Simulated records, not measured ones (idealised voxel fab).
Proc. module: voxel released beams
The cross-section shown here is cut; it is 185 nm wide and divided into square cells measuring 5 nm on a side.
Cross-section layout: square cells on a grid; listed as bands, top to bottom; a band spans one or more cell rows. It is stipulated that each band's entry specify, in nanometres, the height of the top of the band and then that of its bottom, followed by the materials of the band in left-to-right sequence, each together with its width in nanometres. A single material marked by the word "full width" is understood to fill the band from edge to edge; the word "empty" is understood to denote empty space. Heights from 0 (as-received wafer is one material below). Bottom band endless downward, as "0 down". A width given as "30 to 40" starts at the first number in the band's top row and ends at the second number in its bottom row, shifting by an equal amount at every step from row to row. "no alteration" for a step: no cell of the cross-section changed in that step. Empty spaces without an open route to the top, at least 8 cells in extent, make up the entry "Listed closed voids"; each is given as width x height at distance, where the distance is measured from the left edge, and all are in nm. What comes after the settings on a step's line is commentary from the simulator itself on that step. What "overlay nm" on a step's line means: if the step has a mask, that mask lay this far to the right of its planned place, or, when the value is negative, to the left.

Plan
1: RECEIVE with material Si
2: CONFORMAL_DEP with material Al2O3, thk nm 5
3: DIRECTIONAL_DEP with material SiO2, thk nm 20
4: MASKED_ETCH with tone open, mask id ANCHOR, width nm 25, etch materials SiO2, depth nm 20, overlay nm 0
5: CONFORMAL_DEP with material SiN, thk nm 10
6: DIRECTIONAL_DEP with material aC, thk nm 15
7: PATTERN with tone cover, mask id BEAM, material resist, width nm 110, thk nm 35, overlay nm 0
8: DIRECTIONAL_ETCH with etch materials aC, depth nm 15
9: STRIP with etch materials resist
10: DIRECTIONAL_ETCH with etch materials SiN, depth nm 10
11: STRIP with etch materials aC
12: STRIP with etch materials SiO2

The first of two wafers, run as planned

So this is the incoming wafer in cross-section - it's already been through step 1
- 0 down = Si full width
- Listed closed voids: none

Step 2 done - wafer cross-section
- 5 to 0 = Al2O3 full width
- below 0: unchanged

Step 3 done - wafer cross-section
- 25 to 5 = SiO2 full width
- below 5: unchanged

Step 4 done - wafer cross-section
- 25 to 5 = SiO2 40 nm  empty 25 nm  SiO2 120 nm
- below 5: unchanged

Step 5 done - wafer cross-section
- 35 to 25 = SiN 50 nm  empty 5 nm  SiN 130 nm
- 25 to 15 = SiO2 40 nm  SiN 10 nm  empty 5 nm  SiN 10 nm  SiO2 120 nm
- 15 to 5 = SiO2 40 nm  SiN 25 nm  SiO2 120 nm
- below 5: unchanged

Step 6 done - wafer cross-section
- 50 to 35 = aC 50 nm  empty 5 nm  aC 130 nm
- 35 to 30 = SiN 50 nm  empty 5 nm  SiN 130 nm
- 30 to 25 = SiN 50 nm  aC 5 nm  SiN 130 nm
- 25 to 15 = SiO2 40 nm  SiN 10 nm  aC 5 nm  SiN 10 nm  SiO2 120 nm
- below 15: unchanged

Step 7 done - wafer cross-section
- 85 to 50 = empty 35 nm  resist 110 nm  empty 40 nm
- 50 to 35 = aC 50 nm  resist 5 nm  aC 130 nm
- 35 to 30 = SiN 50 nm  resist 5 nm  SiN 130 nm
- below 30: unchanged

Step 8 done - wafer cross-section
- 70 to 50 = empty 35 nm  resist 110 nm  empty 40 nm
- 50 to 35 = empty 35 nm  aC 15 nm  resist 5 nm  aC 90 nm  empty 40 nm
- below 35: unchanged

Step 9 done - wafer cross-section
- 50 to 35 = empty 35 nm  aC 15 nm  empty 5 nm  aC 90 nm  empty 40 nm
- 35 to 30 = SiN 50 nm  empty 5 nm  SiN 130 nm
- below 30: unchanged

Step 10 done - wafer cross-section
- 50 to 35 = empty 35 nm  aC 15 nm  empty 5 nm  aC 90 nm  empty 40 nm
- 35 to 30 = empty 35 nm  SiN 15 nm  empty 5 nm  SiN 90 nm  empty 40 nm
- 30 to 25 = empty 35 nm  SiN 15 nm  aC 5 nm  SiN 90 nm  empty 40 nm
- below 25: unchanged

Step 11 done - wafer cross-section
- 35 to 25 = empty 35 nm  SiN 15 nm  empty 5 nm  SiN 90 nm  empty 40 nm
- 25 to 15 = SiO2 40 nm  SiN 10 nm  empty 5 nm  SiN 10 nm  SiO2 120 nm
- below 15: unchanged

Step 12 done - wafer cross-section
- 35 to 25 = empty 35 nm  SiN 15 nm  empty 5 nm  SiN 90 nm  empty 40 nm
- 25 to 15 = empty 40 nm  SiN 10 nm  empty 5 nm  SiN 10 nm  empty 120 nm
- 15 to 5 = empty 40 nm  SiN 25 nm  empty 120 nm
- below 5: unchanged

Wafer two. Identical start, identical plan. One mistake in execution. Identical history through step 3

Here is the second wafer in cross-section at the point where step 4 of the plan should have been done
- 25 to 5 = SiO2 40 nm  empty 25 nm  SiO2 120 nm
- below 5: unchanged

Here is the second wafer in cross-section at the point where step 5 of the plan should have been done
- 35 to 25 = SiN 50 nm  empty 5 nm  SiN 130 nm
- 25 to 15 = SiO2 40 nm  SiN 10 nm  empty 5 nm  SiN 10 nm  SiO2 120 nm
- 15 to 5 = SiO2 40 nm  SiN 25 nm  SiO2 120 nm
- below 5: unchanged

Here is the second wafer in cross-section at the point where step 6 of the plan should have been done
- 50 to 35 = aC 50 nm  empty 5 nm  aC 130 nm
- 35 to 30 = SiN 50 nm  empty 5 nm  SiN 130 nm
- 30 to 25 = SiN 50 nm  aC 5 nm  SiN 130 nm
- 25 to 15 = SiO2 40 nm  SiN 10 nm  aC 5 nm  SiN 10 nm  SiO2 120 nm
- below 15: unchanged

Here is the second wafer in cross-section at the point where step 7 of the plan should have been done
- 85 to 50 = empty 35 nm  resist 110 nm  empty 40 nm
- 50 to 35 = aC 50 nm  resist 5 nm  aC 130 nm
- 35 to 30 = SiN 50 nm  resist 5 nm  SiN 130 nm
- below 30: unchanged

Here is the second wafer in cross-section at the point where step 8 of the plan should have been done
- 70 to 50 = empty 35 nm  resist 110 nm  empty 40 nm
- 50 to 35 = empty 35 nm  aC 15 nm  resist 5 nm  aC 90 nm  empty 40 nm
- below 35: unchanged

Here is the second wafer in cross-section at the point where step 9 of the plan should have been done
- 50 to 35 = empty 35 nm  aC 15 nm  empty 5 nm  aC 90 nm  empty 40 nm
- 35 to 30 = SiN 50 nm  empty 5 nm  SiN 130 nm
- below 30: unchanged

Here is the second wafer in cross-section at the point where step 10 of the plan should have been done
- 50 to 35 = empty 35 nm  aC 15 nm  empty 5 nm  aC 90 nm  empty 40 nm
- 35 to 30 = empty 35 nm  SiN 15 nm  empty 5 nm  SiN 90 nm  empty 40 nm
- 30 to 25 = empty 35 nm  SiN 15 nm  aC 5 nm  SiN 90 nm  empty 40 nm
- below 25: unchanged

Here is the second wafer in cross-section at the point where step 11 of the plan should have been done
- 35 to 25 = empty 35 nm  SiN 15 nm  empty 5 nm  SiN 90 nm  empty 40 nm
- 25 to 15 = SiO2 40 nm  SiN 10 nm  empty 5 nm  SiN 10 nm  SiO2 120 nm
- below 15: unchanged

Here is the second wafer in cross-section at the point where step 12 of the plan should have been done
- 35 to 25 = empty 35 nm  SiN 15 nm  empty 5 nm  SiN 90 nm  empty 40 nm
- 25 to 15 = empty 40 nm  SiN 10 nm  empty 5 nm  SiN 10 nm  empty 120 nm
- 15 to 5 = empty 40 nm  SiN 25 nm  empty 120 nm
- below 5: unchanged
Where did the run depart from the plan? step 4 of the plan was performed twice
Result: same final cross-section on the two wafers, so no effect from the mistake in this model.
